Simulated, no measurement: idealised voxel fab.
The following is a process module called voxel spacer lines.
165 nm wide, 5 nm square cells: that's cross-section cut.
Square cells in a grid make up a cross-section in this document, and the grid is given as bands, listed from the top down, each one or more rows of cells.
Each band's line starts with the height of the band's top and of its bottom, in nm. Then come its materials from left to right, each with its width in nm. One material with "full width" fills the band from edge to edge. "blank" is empty space.
Ref level 0: as-received wafer is one material below here. Bottom band extends down with no lower bound ("0 and below").
Width spec "30..40" -> top row of cells at first value, bottom row at second value, equal per-row change in between.
Where the words "no change occurred" appear for a step, the cross-section shows no cell changed by that step; every cell remained as before.
The entry titled "Completely enclosed voids" provides the empty spaces that have no open way to the top, restricted to those of 8 cells or more. Each is presented as width x height at distance, the distance being measured from the left edge, with all three in nm.
Read whatever lies past the settings on a step's line as the simulator's own remark about the step.
overlay nm: step with mask; distance mask lay right of planned place; negative value = left of planned place.
Steps planned for the process:
| 1 | RECEIVE, material Si |
| 2 | CONFORMAL_DEP, material Al2O3, thk nm 5 |
| 3 | DIRECTIONAL_DEP, material polySi, thk nm 15 |
| 4 | DIRECTIONAL_DEP, material aC, thk nm 25 |
| 5 | PATTERN, tone cover, mask id MANDREL, material resist, width nm 20, pitch nm 60, thk nm 30, overlay nm 0 |
| 6 | DIRECTIONAL_ETCH, etch materials aC, depth nm 25 |
| 7 | STRIP, etch materials resist |
| 8 | CONFORMAL_DEP, material SiO2, thk nm 10 |
| 9 | DIRECTIONAL_ETCH, etch materials SiO2, depth nm 10 |
| 10 | STRIP, etch materials aC |
| 11 | DIRECTIONAL_ETCH, etch materials polySi, depth nm 15 |
| 12 | STRIP, etch materials SiO2 |
First of the two wafers, run per plan:
Step 1 complete: cross-section of the wafer as received:
> 0 and below = Si full width
> Completely enclosed voids: none
After step 2, in cross-section:
> 5 down to 0 = Al2O3 full width
> Beneath the level 0, the cross-section is identical to its previous state.
After step 3, in cross-section:
> 20 down to 5 = polySi full width
> Beneath the level 5, the cross-section is identical to its previous state.
After step 4, in cross-section:
> 45 down to 20 = aC full width
> Beneath the level 20, the cross-section is identical to its previous state.
After step 5, in cross-section:
> 75 down to 45 = blank=40, resist=20, blank=40, resist=20, blank=45
> Beneath the level 45, the cross-section is identical to its previous state.
After step 6, in cross-section:
> 50 down to 45 = blank=40, resist=20, blank=40, resist=20, blank=45
> 45 down to 20 = blank=40, aC=20, blank=40, aC=20, blank=45
> Beneath the level 20, the cross-section is identical to its previous state.
After step 7, in cross-section:
> 45 down to 20 = blank=40, aC=20, blank=40, aC=20, blank=45
> Beneath the level 20, the cross-section is identical to its previous state.
After step 8, in cross-section:
> 55 down to 45 = blank=30, SiO2=40, blank=20, SiO2=40, blank=35
> 45 down to 30 = blank=30, SiO2=10, aC=20, SiO2=10, blank=20, SiO2=10, aC=20, SiO2=10, blank=35
> 30 down to 20 = SiO2=40, aC=20, SiO2=40, aC=20, SiO2=45
> Beneath the level 20, the cross-section is identical to its previous state.
After step 9, in cross-section:
> 45 down to 20 = blank=30, SiO2=10, aC=20, SiO2=10, blank=20, SiO2=10, aC=20, SiO2=10, blank=35
> Beneath the level 20, the cross-section is identical to its previous state.
After step 10, in cross-section:
> 45 down to 20 = blank=30, SiO2=10, blank=20, SiO2=10, blank=20, SiO2=10, blank=20, SiO2=10, blank=35
> Beneath the level 20, the cross-section is identical to its previous state.
After step 11, in cross-section:
> 45 down to 20 = blank=30, SiO2=10, blank=20, SiO2=10, blank=20, SiO2=10, blank=20, SiO2=10, blank=35
> 20 down to 5 = blank=30, polySi=10, blank=20, polySi=10, blank=20, polySi=10, blank=20, polySi=10, blank=35
> Beneath the level 5, the cross-section is identical to its previous state.
After step 12, in cross-section:
> 20 down to 5 = blank=30, polySi=10, blank=20, polySi=10, blank=20, polySi=10, blank=20, polySi=10, blank=35
> Beneath the level 5, the cross-section is identical to its previous state.
Second wafer, same starting state and plan as the first, one mistake in the run, identical through step 9:
Second wafer, cross-section, planned end of step 10:
> 45 down to 20 = blank=40, aC=20, blank=40, aC=20, blank=45
> Beneath the level 20, the cross-section is identical to its previous state.
Second wafer, cross-section, planned end of step 11:
> 45 down to 20 = blank=40, aC=20, blank=40, aC=20, blank=45
> 20 down to 5 = blank=40, polySi=20, blank=40, polySi=20, blank=45
> Beneath the level 5, the cross-section is identical to its previous state.
Second wafer, cross-section, planned end of step 12: no change occurred
Error vs. plan: note that step 10 departed from the planned setting and was carried out as STRIP, etch materials SiO2
Count the cells at the end and the second wafer has more or fewer of some materials than the first: aC: 40 more
